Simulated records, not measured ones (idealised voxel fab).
process module | voxel air gaps
cross-section cut | 205 nm wide | cells 5 nm
A cross-section is a grid of square cells, given in bands from the top down. A band is one or more rows of cells.
Each band's line starts with the height of the band's top and of its bottom, in nm. Then come its materials from left to right, each with its width in nm. One material with "throughout" fills the band from edge to edge. "air" is empty space.
Height 0 is the level under which the wafer as received is all one material. The lowest band goes on downwards, as in "0 down".
A width such as "30 to 40" changes by the same amount from each row of cells to the next, from the band's top row to its bottom row.
"no change" after a step means that no cell of the cross-section changed.
closed voids: empty space of 8 cells or more with no open way to the top, each as width x height at its distance from the left edge, in nm
after a step's settings: what the simulator itself notes on the step
overlay nm, on a step with a mask: how far to the right of its planned place the mask lay; to the left if negative
plan
1 op RECEIVE | material Si
2 op CONFORMAL_DEP | material SiO2 | thk nm 15
3 op CONFORMAL_DEP | material SiN | thk nm 5
4 op DIRECTIONAL_DEP | material lowk | thk nm 40
5 op MASKED_ETCH | tone open | mask id LINES | width nm 25 | pitch nm 55 | etch materials lowk | depth nm 40 | overlay nm 0
6 op CONFORMAL_DEP | material TiN | thk nm 5
7 op FILL_DEP | material Ru | thk nm 5
8 op CMP | height nm 60
9 op EPI | material Ru | thk nm 10
10 op SELECTIVE_ETCH | etch materials lowk | depth nm 50
11 op CONFORMAL_DEP | material SiCN | thk nm 5
first wafer, as planned
as received, after step 1
  0 down: Si throughout
  closed voids: none
after step 2
  15 to 0: SiO2 throughout
  below 0: unchanged
after step 3
  20 to 15: SiN throughout
  below 15: unchanged
after step 4
  60 to 20: lowk throughout
  below 20: unchanged
after step 5
  60 to 20: lowk 35 | air 25 | lowk 30 | air 25 | lowk 30 | air 25 | lowk 35
  below 20: unchanged
after step 6
  65 to 60: TiN 40 | air 15 | TiN 40 | air 15 | TiN 40 | air 15 | TiN 40
  60 to 25: lowk 35 | TiN 5 | air 15 | TiN 5 | lowk 30 | TiN 5 | air 15 | TiN 5 | lowk 30 | TiN 5 | air 15 | TiN 5 | lowk 35
  25 to 20: lowk 35 | TiN 25 | lowk 30 | TiN 25 | lowk 30 | TiN 25 | lowk 35
  below 20: unchanged
after step 7
  70 to 65: Ru throughout
  65 to 60: TiN 40 | Ru 15 | TiN 40 | Ru 15 | TiN 40 | Ru 15 | TiN 40
  60 to 25: lowk 35 | TiN 5 | Ru 15 | TiN 5 | lowk 30 | TiN 5 | Ru 15 | TiN 5 | lowk 30 | TiN 5 | Ru 15 | TiN 5 | lowk 35
  below 25: unchanged
after step 8
  60 to 25: lowk 35 | TiN 5 | Ru 15 | TiN 5 | lowk 30 | TiN 5 | Ru 15 | TiN 5 | lowk 30 | TiN 5 | Ru 15 | TiN 5 | lowk 35
  below 25: unchanged
after step 9
  70 to 60: air 25 | Ru 45 | air 10 | Ru 45 | air 10 | Ru 45 | air 25
  below 60: unchanged
after step 10
  70 to 60: air 25 | Ru 45 | air 10 | Ru 45 | air 10 | Ru 45 | air 25
  60 to 25: air 35 | TiN 5 | Ru 15 | TiN 5 | air 30 | TiN 5 | Ru 15 | TiN 5 | air 30 | TiN 5 | Ru 15 | TiN 5 | air 35
  25 to 20: air 35 | TiN 25 | air 30 | TiN 25 | air 30 | TiN 25 | air 35
  below 20: unchanged
after step 11
  75 to 70: air 20 | SiCN 165 | air 20
  70 to 60: air 20 | SiCN 5 | Ru 45 | SiCN 10 | Ru 45 | SiCN 10 | Ru 45 | SiCN 5 | air 20
  60 to 55: air 20 | SiCN 15 | TiN 5 | Ru 15 | TiN 5 | SiCN 30 | TiN 5 | Ru 15 | TiN 5 | SiCN 30 | TiN 5 | Ru 15 | TiN 5 | SiCN 15 | air 20
  55 to 25: air 30 | SiCN 5 | TiN 5 | Ru 15 | TiN 5 | SiCN 5 | air 20 | SiCN 5 | TiN 5 | Ru 15 | TiN 5 | SiCN 5 | air 20 | SiCN 5 | TiN 5 | Ru 15 | TiN 5 | SiCN 5 | air 30
  25 to 20: SiCN 35 | TiN 25 | SiCN 30 | TiN 25 | SiCN 30 | TiN 25 | SiCN 35
  below 20: unchanged
  closed voids: 20 x 30 at 65; 20 x 30 at 120
second wafer: like start, like plan, one mistake. Through step 4 it matches the first wafer
when step 5 should have ended
  60 to 20: air 35 | lowk 25 | air 30 | lowk 25 | air 30 | lowk 25 | air 35
  below 20: unchanged
when step 6 should have ended
  65 to 60: air 30 | TiN 35 | air 20 | TiN 35 | air 20 | TiN 35 | air 30
  60 to 25: air 30 | TiN 5 | lowk 25 | TiN 5 | air 20 | TiN 5 | lowk 25 | TiN 5 | air 20 | TiN 5 | lowk 25 | TiN 5 | air 30
  25 to 20: TiN 35 | lowk 25 | TiN 30 | lowk 25 | TiN 30 | lowk 25 | TiN 35
  below 20: unchanged
when step 7 should have ended
  70 to 65: Ru throughout
  65 to 60: Ru 30 | TiN 35 | Ru 20 | TiN 35 | Ru 20 | TiN 35 | Ru 30
  60 to 25: Ru 30 | TiN 5 | lowk 25 | TiN 5 | Ru 20 | TiN 5 | lowk 25 | TiN 5 | Ru 20 | TiN 5 | lowk 25 | TiN 5 | Ru 30
  below 25: unchanged
when step 8 should have ended
  60 to 25: Ru 30 | TiN 5 | lowk 25 | TiN 5 | Ru 20 | TiN 5 | lowk 25 | TiN 5 | Ru 20 | TiN 5 | lowk 25 | TiN 5 | Ru 30
  below 25: unchanged
when step 9 should have ended
  70 to 60: Ru 45 | air 5 | Ru 50 | air 5 | Ru 50 | air 5 | Ru 45
  below 60: unchanged
when step 10 should have ended
  70 to 60: Ru 45 | air 5 | Ru 50 | air 5 | Ru 50 | air 5 | Ru 45
  60 to 25: Ru 30 | TiN 5 | air 25 | TiN 5 | Ru 20 | TiN 5 | air 25 | TiN 5 | Ru 20 | TiN 5 | air 25 | TiN 5 | Ru 30
  25 to 20: TiN 35 | air 25 | TiN 30 | air 25 | TiN 30 | air 25 | TiN 35
  below 20: unchanged
when step 11 should have ended
  75 to 70: SiCN throughout
  70 to 60: Ru 45 | SiCN 5 | Ru 50 | SiCN 5 | Ru 50 | SiCN 5 | Ru 45
  60 to 55: Ru 30 | TiN 5 | SiCN 25 | TiN 5 | Ru 20 | TiN 5 | SiCN 25 | TiN 5 | Ru 20 | TiN 5 | SiCN 25 | TiN 5 | Ru 30
  55 to 25: Ru 30 | TiN 5 | SiCN 5 | air 15 | SiCN 5 | TiN 5 | Ru 20 | TiN 5 | SiCN 5 | air 15 | SiCN 5 | TiN 5 | Ru 20 | TiN 5 | SiCN 5 | air 15 | SiCN 5 | TiN 5 | Ru 30
  25 to 20: TiN 35 | SiCN 25 | TiN 30 | SiCN 25 | TiN 30 | SiCN 25 | TiN 35
  below 20: unchanged
  closed voids: 15 x 30 at 40; 15 x 30 at 95; 15 x 30 at 150
what went wrong: step 5 ran as: op MASKED_ETCH | tone cover | mask id LINES | width nm 25 | pitch nm 55 | etch materials lowk | depth nm 40 | overlay nm 0
at the end the second wafer has, in cells: 99 more of Ru | 12 fewer of SiCN | 11 more of TiN
closed voids at the end (first wafer, second wafer): 2, 3
